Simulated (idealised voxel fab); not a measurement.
This section sets out a process module, namely voxel double patterning.
For reference, the cross-section in this document is cut, with width 240 nm and square cells of 5 nm.
Think of the cross-section as a grid of square cells. We describe it in bands, top to bottom, and each band covers one or more rows of those cells.
Basically the band line says how high the top is and how high the bottom is, in nm, and then what's in it from left to right, every material with its width in nm. Empty space shows up as "air", and if a single material carries "all across" it runs the full band edge to edge.
It should be noted that heights are counted from 0, beneath which the wafer as supplied is of one material throughout, and that the lowest band possesses no lower boundary but continues downward, as written in "from 0 down".
Think of "30..40" as a width that walks from the first number to the second as you go down the band, top row to bottom row, taking equal-sized steps from row to row.
Given "all unchanged" for a step, no cell of the cross-section differs between before and after that step.
Closed-off voids of 8+ cells (no open route to the top) go in "Cavities, closed", written width x height at distance from the left edge, in nm.
Step line, after settings: the simulator's comment on this step.
Among the settings permitted on a step's line is "overlay nm"; applied to a step with a mask, it specifies the extent to which the mask lay to the right of its planned position, whereas a negative figure signifies a position to the left.
Each pair below shows a cross-section before one step and the cross-section after it, down to the lowest band that changed. The line under each pair gives the step between them, with its settings. The pairs can come from different runs of this module on the same starting wafer, so a pair continues from the pair above only where its "Incoming structure" says so.

### Incoming structure
  from 35 to 25  SiCN 50 | air 15 | SiCN 20 | air 30 | SiCN 20 | air 30 | SiCN 75
  from 25 to 5  TiN 50 | air 15 | TiN 20 | air 30 | TiN 20 | air 30 | TiN 75
  from 5 to 0  SiO2 all across
  from 0 down  Si all across
  Cavities, closed: none

### Result of Step
  from 25 to 5  TiN 50 | air 15 | TiN 20 | air 30 | TiN 20 | air 30 | TiN 75
  Nothing below the height 5 has changed.
  Cavities, closed: none
Step lying between the two cross-sections just above: STRIP | etch materials SiCN

### Incoming structure
  from 5 to 0  SiO2 all across
  from 0 down  Si all across
  Cavities, closed: none

### Result of Step
  from 25 to 0  SiO2 all across
  Nothing below the height 0 has changed.
  Cavities, closed: none
Step lying between the two cross-sections just above: DIRECTIONAL_DEP | material SiO2 | thk nm 20

Incoming structure: The cross-section prior to this step is the one presented after the step of the pair immediately above.

### Result of Step
  from 35 to 25  SiCN all across
  Nothing below the height 25 has changed.
  Cavities, closed: none
Step lying between the two cross-sections just above: DIRECTIONAL_DEP | material SiCN | thk nm 10

Incoming structure: The cross-section prior to this step is the one presented after the step of the pair immediately above.

### Result of Step
  from 45 to 35  aC all across
  Nothing below the height 35 has changed.
  Cavities, closed: none
Step lying between the two cross-sections just above: DIRECTIONAL_DEP | material aC | thk nm 10

Incoming structure: The cross-section prior to this step is the one presented after the step of the pair immediately above.

### Result of Step
  from 70 to 45  resist 60 | air 15 | resist 35 | air 15 | resist 35 | air 15 | resist 65
  Nothing below the height 45 has changed.
  Cavities, closed: none
Step lying between the two cross-sections just above: PATTERN | tone open | mask id FIRST | material resist | width nm 15 | pitch nm 50 | thk nm 25 | overlay nm 0

Incoming structure: The cross-section prior to this step is the one presented after the step of the pair immediately above.

### Result of Step
  from 60 to 45  resist 60 | air 15 | resist 35 | air 15 | resist 35 | air 15 | resist 65
  from 45 to 35  aC 60 | air 15 | aC 35 | air 15 | aC 35 | air 15 | aC 65
  Nothing below the height 35 has changed.
  Cavities, closed: none
Step lying between the two cross-sections just above: DIRECTIONAL_ETCH | etch materials aC | depth nm 10

Incoming structure: The cross-section prior to this step is the one presented after the step of the pair immediately above.

### Result of Step
  from 45 to 35  aC 60 | air 15 | aC 35 | air 15 | aC 35 | air 15 | aC 65
  Nothing below the height 35 has changed.
  Cavities, closed: none
Step lying between the two cross-sections just above: STRIP | etch materials resist

Incoming structure: The cross-section prior to this step is the one presented after the step of the pair immediately above.

### Result of Step
  from 45 to 35  aC 60 | air 15 | aC 35 | air 15 | aC 35 | air 15 | aC 65
  from 35 to 25  SiCN 60 | air 15 | SiCN 35 | air 15 | SiCN 35 | air 15 | SiCN 65
  Nothing below the height 25 has changed.
  Cavities, closed: none
Step lying between the two cross-sections just above: DIRECTIONAL_ETCH | etch materials SiCN | depth nm 10

Incoming structure: The cross-section prior to this step is the one presented after the step of the pair immediately above.

### Result of Step
  from 35 to 25  SiCN 60 | air 15 | SiCN 35 | air 15 | SiCN 35 | air 15 | SiCN 65
  Nothing below the height 25 has changed.
  Cavities, closed: none
Step lying between the two cross-sections just above: STRIP | etch materials aC

Incoming structure: The cross-section prior to this step is the one presented after the step of the pair immediately above.

### Result of Step
  from 55 to 35  resist 85 | air 15 | resist 35 | air 15 | resist 90
  from 35 to 25  SiCN 60 | resist 15 | SiCN 35 | resist 15 | SiCN 35 | resist 15 | SiCN 65
  Nothing below the height 25 has changed.
  Cavities, closed: none
Step lying between the two cross-sections just above: PATTERN | tone open | mask id SECOND | material resist | width nm 15 | pitch nm 50 | thk nm 20 | overlay nm 0

Incoming structure: The cross-section prior to this step is the one presented after the step of the pair immediately above.

### Result of Step
  from 55 to 35  resist 85 | air 15 | resist 35 | air 15 | resist 90
  from 35 to 25  SiCN 60 | resist 15 | SiCN 10 | air 15 | SiCN 10 | resist 15 | SiCN 10 | air 15 | SiCN 10 | resist 15 | SiCN 65
  Nothing below the height 25 has changed.
  Cavities, closed: none
Step lying between the two cross-sections just above: DIRECTIONAL_ETCH | etch materials SiCN | depth nm 10

Incoming structure: The cross-section prior to this step is the one presented after the step of the pair immediately above.

### Result of Step
  from 35 to 25  SiCN 60 | air 15 | SiCN 10 | air 15 | SiCN 10 | air 15 | SiCN 10 | air 15 | SiCN 10 | air 15 | SiCN 65
  Nothing below the height 25 has changed.
  Cavities, closed: none
Step lying between the two cross-sections just above: STRIP | etch materials resist

Incoming structure: The cross-section prior to this step is the one presented after the step of the pair immediately above.

### Result of Step
  from 25 to 0  SiO2 all across
  Nothing below the height 0 has changed.
  Cavities, closed: none
Step lying between the two cross-sections just above: STRIP | etch materials SiCN

### Incoming structure
  from 35 to 25  SiCN 60 | air 15 | SiCN 35 | air 15 | SiCN 35 | air 15 | SiCN 65
  from 25 to 5  TiN all across
  from 5 to 0  SiO2 all across
  from 0 down  Si all across
  Cavities, closed: none

### Result of Step
  from 55 to 35  air 85 | resist 15 | air 35 | resist 15 | air 90
  Nothing below the height 35 has changed.
  Cavities, closed: none
Step lying between the two cross-sections just above: PATTERN | tone cover | mask id SECOND | material resist | width nm 15 | pitch nm 50 | thk nm 20 | overlay nm 0

Incoming structure: The cross-section prior to this step is the one presented after the step of the pair immediately above.

### Result of Step
  from 55 to 35  air 85 | resist 15 | air 35 | resist 15 | air 90
  from 35 to 25  air 85 | SiCN 15 | air 35 | SiCN 15 | air 90
  Nothing below the height 25 has changed.
  Cavities, closed: none
Step lying between the two cross-sections just above: DIRECTIONAL_ETCH | etch materials SiCN | depth nm 10

Incoming structure: The cross-section prior to this step is the one presented after the step of the pair immediately above.

### Result of Step
  from 35 to 25  air 85 | SiCN 15 | air 35 | SiCN 15 | air 90
  Nothing below the height 25 has changed.
  Cavities, closed: none
Step lying between the two cross-sections just above: STRIP | etch materials resist

Incoming structure: The cross-section prior to this step is the one presented after the step of the pair immediately above.

### Result of Step
  from 35 to 25  air 85 | SiCN 15 | air 35 | SiCN 15 | air 90
  from 25 to 5  air 85 | TiN 15 | air 35 | TiN 15 | air 90
  Nothing below the height 5 has changed.
  Cavities, closed: none
Step lying between the two cross-sections just above: DIRECTIONAL_ETCH | etch materials TiN | depth nm 20

Incoming structure: The cross-section prior to this step is the one presented after the step of the pair immediately above.

### Result of Step
  from 25 to 5  air 85 | TiN 15 | air 35 | TiN 15 | air 90
  Nothing below the height 5 has changed.
  Cavities, closed: none
Step lying between the two cross-sections just above: STRIP | etch materials SiCN
